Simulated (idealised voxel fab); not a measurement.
Process module, titled voxel air gaps
Xsec cut, 300 nm wide, square cell size 5 nm.
The cross-sections in this document take the form of a grid made of square cells. They are written out as bands, in order from top to bottom. Each band consists of one or more rows of cells.
What a band's entry tells you: where the top is and where the bottom is, as heights in nm, and after that what lies inside, material by material from left to right, each with its width in nm. Empty space is written as the word "air", and a single material marked with the word "all across" occupies the band from edge to edge.
Height reference: 0 = level under which incoming wafer is all one material. Lowest band: no bottom, runs on downward, e.g. "0 -> down".
It should be noted that a width expressed as "30 to 40" varies in equal increments from row to row of cells within the band, taking the value of the first number at the top row and that of the second number at the bottom row.
Step note "no change" = no cross-section cell changed.
Basically, "Catalogued sealed voids" tells you about the enclosed voids: empty spaces with no open way to the top, 8 cells or bigger, each written width x height at distance, where distance is from the left edge, all in nm.
Read whatever lies past the settings on a step's line as the simulator's own remark about the step.
Each step line may optionally specify "overlay nm", which for a step with a mask gives the rightward distance between the mask's planned place and where it lay, a negative value indicating the leftward direction.
## The process steps that were planned are listed below
- 1: RECEIVE, material Si
- 2: CONFORMAL_DEP, material SiO2, thk nm 15
- 3: CONFORMAL_DEP, material SiN, thk nm 5
- 4: DIRECTIONAL_DEP, material lowk, thk nm 30
- 5: MASKED_ETCH, tone open, mask id LINES, width nm 25, pitch nm 55, etch materials lowk, depth nm 30, overlay nm -15
- 6: CONFORMAL_DEP, material TiN, thk nm 5
- 7: FILL_DEP, material Ru, thk nm 5
- 8: CMP, height nm 50
- 9: EPI, material Ru, thk nm 10
- 10: SELECTIVE_ETCH, etch materials lowk, depth nm 40
- 11: CONFORMAL_DEP, material SiN, thk nm 5
Across this set of wafers, the varied parameter is the overlay nm of step 5. Starting conditions are identical for every wafer, and the plan reports the value assigned to the first wafer.
## The first of several wafers as received, shown in cross-section; this is its state after step 1
- 0 -> down  Si all across
- Catalogued sealed voids: none
## Cross-section after step 11, the final step of the module, for the first of several wafers
- 65 -> 60  air 50 nm | SiN 165 nm | air 85 nm
- 60 -> 50  air 50 nm | SiN 5 nm | Ru 45 nm | SiN 10 nm | Ru 45 nm | SiN 10 nm | Ru 45 nm | SiN 5 nm | air 85 nm
- 50 -> 45  air 50 nm | SiN 15 nm | TiN 5 nm | Ru 15 nm | TiN 5 nm | SiN 30 nm | TiN 5 nm | Ru 15 nm | TiN 5 nm | SiN 30 nm | TiN 5 nm | Ru 15 nm | TiN 5 nm | SiN 15 nm | air 85 nm
- 45 -> 25  air 60 nm | SiN 5 nm | TiN 5 nm | Ru 15 nm | TiN 5 nm | SiN 5 nm | air 20 nm | SiN 5 nm | TiN 5 nm | Ru 15 nm | TiN 5 nm | SiN 5 nm | air 20 nm | SiN 5 nm | TiN 5 nm | Ru 15 nm | TiN 5 nm | SiN 5 nm | air 95 nm
- 25 -> 20  SiN 65 nm | TiN 25 nm | SiN 30 nm | TiN 25 nm | SiN 30 nm | TiN 25 nm | SiN 100 nm
- 20 -> 15  SiN all across
- 15 -> 0  SiO2 all across
- 0 -> down  Si all across
- Catalogued sealed voids: 20 x 20 at 95; 20 x 20 at 150
## Cross-section, module end, final of several wafers
- 65 -> 60  air 80 nm | SiN 165 nm | air 55 nm
- 60 -> 50  air 80 nm | SiN 5 nm | Ru 45 nm | SiN 10 nm | Ru 45 nm | SiN 10 nm | Ru 45 nm | SiN 5 nm | air 55 nm
- 50 -> 45  air 80 nm | SiN 15 nm | TiN 5 nm | Ru 15 nm | TiN 5 nm | SiN 30 nm | TiN 5 nm | Ru 15 nm | TiN 5 nm | SiN 30 nm | TiN 5 nm | Ru 15 nm | TiN 5 nm | SiN 15 nm | air 55 nm
- 45 -> 25  air 90 nm | SiN 5 nm | TiN 5 nm | Ru 15 nm | TiN 5 nm | SiN 5 nm | air 20 nm | SiN 5 nm | TiN 5 nm | Ru 15 nm | TiN 5 nm | SiN 5 nm | air 20 nm | SiN 5 nm | TiN 5 nm | Ru 15 nm | TiN 5 nm | SiN 5 nm | air 65 nm
- 25 -> 20  SiN 95 nm | TiN 25 nm | SiN 30 nm | TiN 25 nm | SiN 30 nm | TiN 25 nm | SiN 70 nm
- 20 -> 15  SiN all across
- 15 -> 0  SiO2 all across
- 0 -> down  Si all across
- Catalogued sealed voids: 20 x 20 at 125; 20 x 20 at 180
## Table: wafers, a row each; end-of-module cell change per material since receipt, gain (+), loss (-); then closed voids
overlay nm -15, +99 Ru, +192 SiN, +180 SiO2, +45 TiN, Catalogued sealed voids: 20 x 20 at 95; 20 x 20 at 150
overlay nm -10, +99 Ru, +192 SiN, +180 SiO2, +45 TiN, Catalogued sealed voids: 20 x 20 at 100; 20 x 20 at 155
overlay nm -5, +99 Ru, +192 SiN, +180 SiO2, +45 TiN, Catalogued sealed voids: 20 x 20 at 105; 20 x 20 at 160
overlay nm 0, +99 Ru, +192 SiN, +180 SiO2, +45 TiN, Catalogued sealed voids: 20 x 20 at 110; 20 x 20 at 165
overlay nm 5, +99 Ru, +192 SiN, +180 SiO2, +45 TiN, Catalogued sealed voids: 20 x 20 at 115; 20 x 20 at 170
overlay nm 10, +99 Ru, +192 SiN, +180 SiO2, +45 TiN, Catalogued sealed voids: 20 x 20 at 120; 20 x 20 at 175
overlay nm 15, +99 Ru, +192 SiN, +180 SiO2, +45 TiN, Catalogued sealed voids: 20 x 20 at 125; 20 x 20 at 180
